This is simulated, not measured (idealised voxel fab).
process module | voxel spacer lines
cross-section cut | 255 nm wide | cells 5 nm
A cross-section is a grid of square cells, given in bands from the top down. A band is one or more rows of cells.
Each band's line starts with the height of the band's top and of its bottom, in nm. Then come its materials from left to right, each with its width in nm. One material with "throughout" fills the band from edge to edge. "air" is empty space.
Height 0 is the level under which the wafer as received is all one material. The lowest band goes on downwards, as in "0 down".
A width such as "30 to 40" changes by the same amount from each row of cells to the next, from the band's top row to its bottom row.
"no change" after a step means that no cell of the cross-section changed.
closed voids: empty space of 8 cells or more with no open way to the top, each as width x height at its distance from the left edge, in nm
after a step's settings: what the simulator itself notes on the step
overlay nm, on a step with a mask: how far to the right of its planned place the mask lay; to the left if negative
plan
1 op RECEIVE | material Si
2 op CONFORMAL_DEP | material Al2O3 | thk nm 5
3 op DIRECTIONAL_DEP | material SiN | thk nm 10
4 op DIRECTIONAL_DEP | material aC | thk nm 25
5 op PATTERN | tone cover | mask id MANDREL | material resist | width nm 20 | pitch nm 60 | thk nm 35 | overlay nm -15
6 op DIRECTIONAL_ETCH | etch materials aC | depth nm 25
7 op STRIP | etch materials resist
8 op CONFORMAL_DEP | material SiO2 | thk nm 10
9 op DIRECTIONAL_ETCH | etch materials SiO2 | depth nm 10
10 op STRIP | etch materials aC
11 op DIRECTIONAL_ETCH | etch materials SiN | depth nm 10
12 op STRIP | etch materials SiO2
13 op FILL_DEP | material SiO2 | thk nm 10
14 op CMP | height nm 15
varied across the wafers: overlay nm of step 5. The plan shows the first wafer's value. All wafers start alike
first wafer as received, after step 1
  0 down: Si throughout
  closed voids: none
first wafer at the end, after step 14
  15 to 5: SiO2 30 | SiN 10 | SiO2 20 | SiN 10 | SiO2 20 | SiN 10 | SiO2 20 | SiN 10 | SiO2 20 | SiN 10 | SiO2 20 | SiN 10 | SiO2 65
  5 to 0: Al2O3 throughout
  0 down: Si throughout
  closed voids: none
last wafer at the end
  15 to 5: SiO2 60 | SiN 10 | SiO2 20 | SiN 10 | SiO2 20 | SiN 10 | SiO2 20 | SiN 10 | SiO2 20 | SiN 10 | SiO2 20 | SiN 10 | SiO2 35
  5 to 0: Al2O3 throughout
  0 down: Si throughout
  closed voids: none
each wafer at the end: cells of each material gained (+) or lost (-) since it was received, then its closed voids
overlay nm -15 | +51 Al2O3 | +24 SiN | +78 SiO2 | closed voids: none
overlay nm -10 | +51 Al2O3 | +24 SiN | +78 SiO2 | closed voids: none
overlay nm -5 | +51 Al2O3 | +24 SiN | +78 SiO2 | closed voids: none
overlay nm 0 | +51 Al2O3 | +24 SiN | +78 SiO2 | closed voids: none
overlay nm 5 | +51 Al2O3 | +24 SiN | +78 SiO2 | closed voids: none
overlay nm 10 | +51 Al2O3 | +24 SiN | +78 SiO2 | closed voids: none
overlay nm 15 | +51 Al2O3 | +24 SiN | +78 SiO2 | closed voids: none
